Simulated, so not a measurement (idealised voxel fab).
Proc. module: voxel released beams
Cross-sectional view cut (width: 245 nm; square cell size: 5 nm).
Think of the cross-section as a grid of square cells. We describe it in bands, top to bottom, and each band covers one or more rows of those cells.
Heights first: top, then bottom, in nm. Then materials, left to right, each with a width in nm. "throughout" on a single material: fills the band edge to edge. "blank": empty space.
Heights are expressed relative to 0, this being the level below which the as-received wafer comprises one material exclusively. The lowest band is unbounded in the downward direction and is denoted as in "from 0 down".
It should be noted that a width expressed as "30->40" varies in equal increments from row to row of cells within the band, taking the value of the first number at the top row and that of the second number at the bottom row.
"remained the same" after a step means that no cell of the cross-section changed.
Entry "Enclosed empty spaces". Content: empty spaces with no open connection to the top, size 8 cells or greater. Each: width x height at distance. Distance: from left edge. Unit: nm.
On each step's line, the part that comes after the settings is the simulator's own comment on the step.
When a step includes a mask, the "overlay nm" setting on its line states how far to the right of its planned place that mask lay, and negative values state how far to the left.
The following list gives the planned process steps
| 1 | op RECEIVE | material Si |
| 2 | op CONFORMAL_DEP | material SiN | thk nm 5 |
| 3 | op DIRECTIONAL_DEP | material SiO2 | thk nm 10 |
| 4 | op DIRECTIONAL_DEP | material aC | thk nm 15 |
| 5 | op PATTERN | tone open | mask id ANCHOR | material resist | width nm 35 | thk nm 35 | overlay nm 0 |
| 6 | op DIRECTIONAL_ETCH | etch materials aC | depth nm 15 |
| 7 | op STRIP | etch materials resist |
| 8 | op DIRECTIONAL_ETCH | etch materials SiO2 | depth nm 10 |
| 9 | op STRIP | etch materials aC |
| 10 | op CONFORMAL_DEP | material polySi | thk nm 15 |
| 11 | op PATTERN | tone cover | mask id BEAM | material resist | width nm 110 | thk nm 15 | overlay nm 0 |
| 12 | op DIRECTIONAL_ETCH | etch materials polySi | depth nm 15 |
| 13 | op STRIP | etch materials resist |
| 14 | op STRIP | etch materials SiO2 |
What follows covers the first of two wafers; it ran as planned
Cross-section of the wafer upon arrival, representing the state reached after step 1
* from 0 down: Si throughout
* Enclosed empty spaces: none
After step 2: wafer cross-section
* from 5 to 0: SiN throughout
* All layers under 0 are left as they were.
After step 3: wafer cross-section
* from 15 to 5: SiO2 throughout
* All layers under 5 are left as they were.
After step 4: wafer cross-section
* from 30 to 15: aC throughout
* All layers under 15 are left as they were.
After step 5: wafer cross-section
* from 65 to 30: resist (70), then blank (35), then resist (140)
* All layers under 30 are left as they were.
After step 6: wafer cross-section
* from 50 to 30: resist (70), then blank (35), then resist (140)
* from 30 to 15: aC (70), then blank (35), then aC (140)
* All layers under 15 are left as they were.
After step 7: wafer cross-section
* from 30 to 15: aC (70), then blank (35), then aC (140)
* All layers under 15 are left as they were.
After step 8: wafer cross-section
* from 30 to 15: aC (70), then blank (35), then aC (140)
* from 15 to 5: SiO2 (70), then blank (35), then SiO2 (140)
* All layers under 5 are left as they were.
After step 9: wafer cross-section
* from 15 to 5: SiO2 (70), then blank (35), then SiO2 (140)
* All layers under 5 are left as they were.
After step 10: wafer cross-section
* from 30 to 20: polySi (85), then blank (5), then polySi (155)
* from 20 to 15: polySi throughout
* from 15 to 5: SiO2 (70), then polySi (35), then SiO2 (140)
* All layers under 5 are left as they were.
After step 11: wafer cross-section
* from 45 to 30: blank (65), then resist (110), then blank (70)
* from 30 to 20: polySi (85), then resist (5), then polySi (155)
* All layers under 20 are left as they were.
After step 12: wafer cross-section
* from 45 to 30: blank (65), then resist (110), then blank (70)
* from 30 to 20: blank (65), then polySi (20), then resist (5), then polySi (85), then blank (70)
* from 20 to 15: blank (65), then polySi (110), then blank (70)
* All layers under 15 are left as they were.
After step 13: wafer cross-section
* from 30 to 20: blank (65), then polySi (20), then blank (5), then polySi (85), then blank (70)
* All layers under 20 are left as they were.
After step 14: wafer cross-section
* from 30 to 20: blank (65), then polySi (20), then blank (5), then polySi (85), then blank (70)
* from 20 to 15: blank (65), then polySi (110), then blank (70)
* from 15 to 5: blank (70), then polySi (35), then blank (140)
* All layers under 5 are left as they were.
Second wafer - shared start and plan with the first - one error in running - same as the first up to step 1 inclusive
Look at the second wafer in cross-section at the time step 2 ought to have finished: remained the same
Look at the second wafer in cross-section at the time step 3 ought to have finished
* from 10 to 0: SiO2 throughout
* All layers under 0 are left as they were.
Look at the second wafer in cross-section at the time step 4 ought to have finished
* from 25 to 10: aC throughout
* All layers under 10 are left as they were.
Look at the second wafer in cross-section at the time step 5 ought to have finished
* from 60 to 25: resist (70), then blank (35), then resist (140)
* All layers under 25 are left as they were.
Look at the second wafer in cross-section at the time step 6 ought to have finished
* from 45 to 25: resist (70), then blank (35), then resist (140)
* from 25 to 10: aC (70), then blank (35), then aC (140)
* All layers under 10 are left as they were.
Look at the second wafer in cross-section at the time step 7 ought to have finished
* from 25 to 10: aC (70), then blank (35), then aC (140)
* All layers under 10 are left as they were.
Look at the second wafer in cross-section at the time step 8 ought to have finished
* from 25 to 10: aC (70), then blank (35), then aC (140)
* from 10 to 0: SiO2 (70), then blank (35), then SiO2 (140)
* All layers under 0 are left as they were.
Look at the second wafer in cross-section at the time step 9 ought to have finished
* from 10 to 0: SiO2 (70), then blank (35), then SiO2 (140)
* All layers under 0 are left as they were.
Look at the second wafer in cross-section at the time step 10 ought to have finished
* from 25 to 15: polySi (85), then blank (5), then polySi (155)
* from 15 to 10: polySi throughout
* from 10 to 0: SiO2 (70), then polySi (35), then SiO2 (140)
* All layers under 0 are left as they were.
Look at the second wafer in cross-section at the time step 11 ought to have finished
* from 40 to 25: blank (65), then resist (110), then blank (70)
* from 25 to 15: polySi (85), then resist (5), then polySi (155)
* All layers under 15 are left as they were.
Look at the second wafer in cross-section at the time step 12 ought to have finished
* from 40 to 25: blank (65), then resist (110), then blank (70)
* from 25 to 15: blank (65), then polySi (20), then resist (5), then polySi (85), then blank (70)
* from 15 to 10: blank (65), then polySi (110), then blank (70)
* All layers under 10 are left as they were.
Look at the second wafer in cross-section at the time step 13 ought to have finished
* from 25 to 15: blank (65), then polySi (20), then blank (5), then polySi (85), then blank (70)
* All layers under 15 are left as they were.
Look at the second wafer in cross-section at the time step 14 ought to have finished
* from 25 to 15: blank (65), then polySi (20), then blank (5), then polySi (85), then blank (70)
* from 15 to 10: blank (65), then polySi (110), then blank (70)
* from 10 to 0: blank (70), then polySi (35), then blank (140)
* All layers under 0 are left as they were.
It is concluded that the wafer was processed incorrectly with respect to the plan, in that skipped: plan step 2 (never run)
The closing comparison, in cells, has the second wafer with more or fewer of some materials than the first: SiN: 49 fewer
